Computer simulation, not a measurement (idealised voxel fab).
You're looking at the process module voxel lift off.
Square cell edge 5 nm, section width 215 nm, ID cut.
Cross-section layout: square cells on a grid; listed as bands, top to bottom; a band spans one or more cell rows.
Heights first: top, then bottom, in nm. Then materials, left to right, each with a width in nm. "everywhere" on a single material: fills the band edge to edge. "air": empty space.
Height reference: 0 = level under which incoming wafer is all one material. Lowest band: no bottom, runs on downward, e.g. "0 nm and below".
Width "30 to 40": first value at the band's top row of cells, second value at its bottom row, equal change from row to row.
"nothing got changed" after a step means that no cell of the cross-section changed.
The list in "Trapped voids" covers empty spaces of 8 cells or more that cannot reach the top through any open way, and it gives each as width x height at distance; the distance is from the left edge, and width, height and distance are in nm.
On a step's line, text after the settings is the simulator commenting on that step.
A step's line can hold "overlay nm"; with a mask on that step, the setting says how far right of the planned place the mask lay, while a negative setting says it lay to the left.

The planned process steps are enumerated hereunder:
1) RECEIVE,material Si
2) CONFORMAL_DEP,material Al2O3,thk nm 10
3) PATTERN,tone open,mask id LINES,material resist,width nm 25,pitch nm 45,thk nm 25,overlay nm 0
4) DIRECTIONAL_DEP,material Ru,thk nm 15
5) STRIP,etch materials resist
6) CONFORMAL_DEP,material SiCN,thk nm 5

As-received wafer cross-section (after step 1):
0 nm and below | Si everywhere
Trapped voids: none

As-planned run: cross-section of the first of two wafers at end of module:
30 nm to 25 nm | air 20, SiCN 35, air 10, SiCN 35, air 10, SiCN 35, air 10, SiCN 35, air 25
25 nm to 15 nm | air 20, SiCN 5, Ru 25, SiCN 5, air 10, SiCN 5, Ru 25, SiCN 5, air 10, SiCN 5, Ru 25, SiCN 5, air 10, SiCN 5, Ru 25, SiCN 5, air 25
15 nm to 10 nm | SiCN 25, Ru 25, SiCN 20, Ru 25, SiCN 20, Ru 25, SiCN 20, Ru 25, SiCN 30
10 nm to 0 nm | Al2O3 everywhere
0 nm and below | Si everywhere
Trapped voids: none

End-of-module cross-section of the second wafer: identical starting point and process plan to the first, with one processing mistake:
20 nm to 15 nm | air 20, SiCN 35, air 10, SiCN 35, air 10, SiCN 35, air 10, SiCN 35, air 25
15 nm to 5 nm | air 20, SiCN 5, Ru 25, SiCN 5, air 10, SiCN 5, Ru 25, SiCN 5, air 10, SiCN 5, Ru 25, SiCN 5, air 10, SiCN 5, Ru 25, SiCN 5, air 25
5 nm to 0 nm | SiCN 25, Ru 25, SiCN 20, Ru 25, SiCN 20, Ru 25, SiCN 20, Ru 25, SiCN 30
0 nm and below | Si everywhere
Trapped voids: none
Processing error: step 2 of the plan never got run, it was skipped over
Per the end-of-run cell counts, the second wafer holds more or fewer of some materials than the first: Al2O3 -86
